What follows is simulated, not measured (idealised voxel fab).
Process module name: voxel local oxidation
The cross-section on display is named cut; it measures 270 nm wide, and its cells are 5 nm squares.
Just so we're on the same page, the cross-sections are grids of square cells, and they're listed out in bands top to bottom, each band one or more rows deep. Basically the band line says how high the top is and how high the bottom is, in nm, and then what's in it from left to right, every material with its width in nm. Empty space shows up as "blank", and if a single material carries "everywhere" it runs the full band edge to edge. Heights are reckoned from 0. Under this level, the received wafer is all of one material. The bottommost band is open-ended downward, for example "from 0 down". With a width like "30->40", each row of cells in the band differs from the next by the same amount, the top row carrying the first number and the bottom row the second. Step marked "remained the same"? Then no cell in the cross-section changed in it. Empty spaces without an open route to the top, at least 8 cells in extent, make up the entry "Sealed internal cavities"; each is given as width x height at distance, where the distance is measured from the left edge, and all are in nm. It should be noted that, on the line of a given step, the content following the step's settings is a remark produced by the simulator itself with respect to that step. "overlay nm" on a masked step: distance the mask lay right of its planned place, negative for left.

[plan]
1) op RECEIVE | material Si
2) op OXIDIZE | depth nm 5
3) op CONFORMAL_DEP | material SiN | thk nm 10
4) op PATTERN | tone cover | mask id ACTIVE | material resist | width nm 125 | thk nm 20 | overlay nm 0
5) op DIRECTIONAL_ETCH | etch materials SiN | depth nm 10
6) op STRIP | etch materials resist
7) op SELECTIVE_ETCH | etch materials SiO2 | depth nm 5
8) op OXIDIZE | depth nm 15
9) op STRIP | etch materials SiN

[Cross-section of the wafer at receipt, which is the condition after step 1]
  from 0 down  Si everywhere
  Sealed internal cavities: none

[Cross-section taken at module completion on the first of two wafers; processed per the plan]
  from 0 to -5  75 blank | 115 SiO2 | 80 blank
  from -5 to -20  90 SiO2 | 85 Si | 95 SiO2
  from -20 down  Si everywhere
  Sealed internal cavities: none

[End of module, second wafer, cross-section. Started like the first, planned like the first, run with one mistake]
  from 0 to -5  80 blank | 115 SiO2 | 75 blank
  from -5 to -20  95 SiO2 | 85 Si | 90 SiO2
  from -20 down  Si everywhere
  Sealed internal cavities: none
Which mistake was made when the wafer was run? step 4 was processed under conditions differing from the plan, specifically as op PATTERN | tone cover | mask id ACTIVE | material resist | width nm 125 | thk nm 20 | overlay nm 5
At the close, every material occupies the same number of cells on the second wafer as on the first, only in different positions.
